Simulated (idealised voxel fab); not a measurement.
Module name: voxel ribs on slabs (process module)
Xsec cut, 150 nm wide, square cell size 5 nm.
In this document a cross-section is written as a grid of square cells. It is given as a series of bands, listed from the top down, and a band is one or more rows of cells. For a band, the entry starts with two heights in nm, that of the top and then that of the bottom, and carries on with the band's materials in order from left to right, each alongside its width in nm; the word "throughout" beside a single material means it fills the band edge to edge, and "blank" means empty space. All heights in this document are referenced to 0, defined as the level beneath which the wafer, as received, consists entirely of one material. The lowest band is not bounded below; it extends indefinitely downward and is written in the form "top 0, no bottom". So if you see something like "30->40" for the width, read it as the top row of the band sitting at the first number and the bottom row at the second, with every row in between moving by the same amount as the last. Any step labelled "remained unchanged" changed none of the cells in the cross-section. The entry "Enclosed voids" lists the empty spaces that cover at least 8 cells and have no open path to the top. Each is written as width x height at distance, where the distance is measured from the left edge and all three values are in nm. Note: text after step settings on the step line = simulator remark on that step. The "overlay nm" setting may appear on a step's line; for a step that uses a mask, it gives how far to the right of its planned position the mask lay, and a negative value indicates the left.
So here's the lineup of process steps we planned
1 RECEIVE,material Si
2 DIRECTIONAL_DEP,material SiO2,thk nm 20
3 DIRECTIONAL_DEP,material polySi,thk nm 25
4 MASKED_ETCH,tone cover,mask id RIB,width nm 20,etch materials polySi,depth nm 15,overlay nm 0
5 DIRECTIONAL_DEP,material aC,thk nm 15
6 PATTERN,tone cover,mask id SLAB,material resist,width nm 50,thk nm 30,overlay nm 0
7 DIRECTIONAL_ETCH,etch materials aC,depth nm 15
8 STRIP,etch materials resist
9 DIRECTIONAL_ETCH,etch materials polySi,depth nm 10
10 STRIP,etch materials aC
11 FILL_DEP,material SiO2,thk nm 15
12 CMP,height nm 55
13 DIRECTIONAL_DEP,material W,thk nm 5
14 DIRECTIONAL_DEP,material aC,thk nm 15
15 PATTERN,tone cover,mask id HEATER,material resist,width nm 30,thk nm 30,overlay nm 0
16 DIRECTIONAL_ETCH,etch materials aC,depth nm 15
17 STRIP,etch materials resist
18 DIRECTIONAL_ETCH,etch materials W,depth nm 5
19 STRIP,etch materials aC
20 CONFORMAL_DEP,material SiO2,thk nm 10
On the first of the two wafers: run conducted according to plan
Cross-section of the wafer as it came to us, i.e., already through step 1
top 0, no bottom  Si throughout
Enclosed voids: none
So this is the wafer cross-section right after step 2
top 20, bottom 0  SiO2 throughout
Unchanged below 0.
So this is the wafer cross-section right after step 3
top 45, bottom 20  polySi throughout
Unchanged below 20.
So this is the wafer cross-section right after step 4
top 45, bottom 30  65 blank, then 20 polySi, then 65 blank
Unchanged below 30.
So this is the wafer cross-section right after step 5
top 60, bottom 45  65 blank, then 20 aC, then 65 blank
top 45, bottom 30  65 aC, then 20 polySi, then 65 aC
Unchanged below 30.
So this is the wafer cross-section right after step 6
top 90, bottom 60  50 blank, then 50 resist, then 50 blank
top 60, bottom 45  50 blank, then 15 resist, then 20 aC, then 15 resist, then 50 blank
Unchanged below 45.
So this is the wafer cross-section right after step 7
top 75, bottom 60  50 blank, then 50 resist, then 50 blank
top 60, bottom 45  50 blank, then 15 resist, then 20 aC, then 15 resist, then 50 blank
top 45, bottom 30  50 blank, then 15 aC, then 20 polySi, then 15 aC, then 50 blank
Unchanged below 30.
So this is the wafer cross-section right after step 8
top 60, bottom 45  65 blank, then 20 aC, then 65 blank
Unchanged below 45.
So this is the wafer cross-section right after step 9
top 60, bottom 45  65 blank, then 20 aC, then 65 blank
top 45, bottom 30  50 blank, then 15 aC, then 20 polySi, then 15 aC, then 50 blank
top 30, bottom 20  50 blank, then 50 polySi, then 50 blank
Unchanged below 20.
So this is the wafer cross-section right after step 10
top 45, bottom 30  65 blank, then 20 polySi, then 65 blank
Unchanged below 30.
So this is the wafer cross-section right after step 11
top 60, bottom 45  SiO2 throughout
top 45, bottom 30  65 SiO2, then 20 polySi, then 65 SiO2
top 30, bottom 20  50 SiO2, then 50 polySi, then 50 SiO2
Unchanged below 20.
So this is the wafer cross-section right after step 12
top 55, bottom 45  SiO2 throughout
Unchanged below 45.
So this is the wafer cross-section right after step 13
top 60, bottom 55  W throughout
Unchanged below 55.
So this is the wafer cross-section right after step 14
top 75, bottom 60  aC throughout
Unchanged below 60.
So this is the wafer cross-section right after step 15
top 105, bottom 75  60 blank, then 30 resist, then 60 blank
Unchanged below 75.
So this is the wafer cross-section right after step 16
top 90, bottom 75  60 blank, then 30 resist, then 60 blank
top 75, bottom 60  60 blank, then 30 aC, then 60 blank
Unchanged below 60.
So this is the wafer cross-section right after step 17
top 75, bottom 60  60 blank, then 30 aC, then 60 blank
Unchanged below 60.
So this is the wafer cross-section right after step 18
top 75, bottom 60  60 blank, then 30 aC, then 60 blank
top 60, bottom 55  60 blank, then 30 W, then 60 blank
Unchanged below 55.
So this is the wafer cross-section right after step 19
top 60, bottom 55  60 blank, then 30 W, then 60 blank
Unchanged below 55.
So this is the wafer cross-section right after step 20
top 70, bottom 65  50 blank, then 50 SiO2, then 50 blank
top 65, bottom 60  SiO2 throughout
top 60, bottom 55  60 SiO2, then 30 W, then 60 SiO2
Unchanged below 55.
Second wafer. Start and plan as for the first. One mistake made in running. Agrees with the first up to and including step 19
Cross-section of the second wafer at the time by which step 20 should have been completed according to the plan
top 75, bottom 70  45 blank, then 60 SiO2, then 45 blank
top 70, bottom 60  SiO2 throughout
top 60, bottom 55  60 SiO2, then 30 W, then 60 SiO2
Unchanged below 55.
Deviation from plan: so step 20 ended up running with a different setting than we planned, it ran as CONFORMAL_DEP,material SiO2,thk nm 15
Wrapping up, a cell-based count of both wafers puts the second over or under the first for these materials: 32 more of SiO2
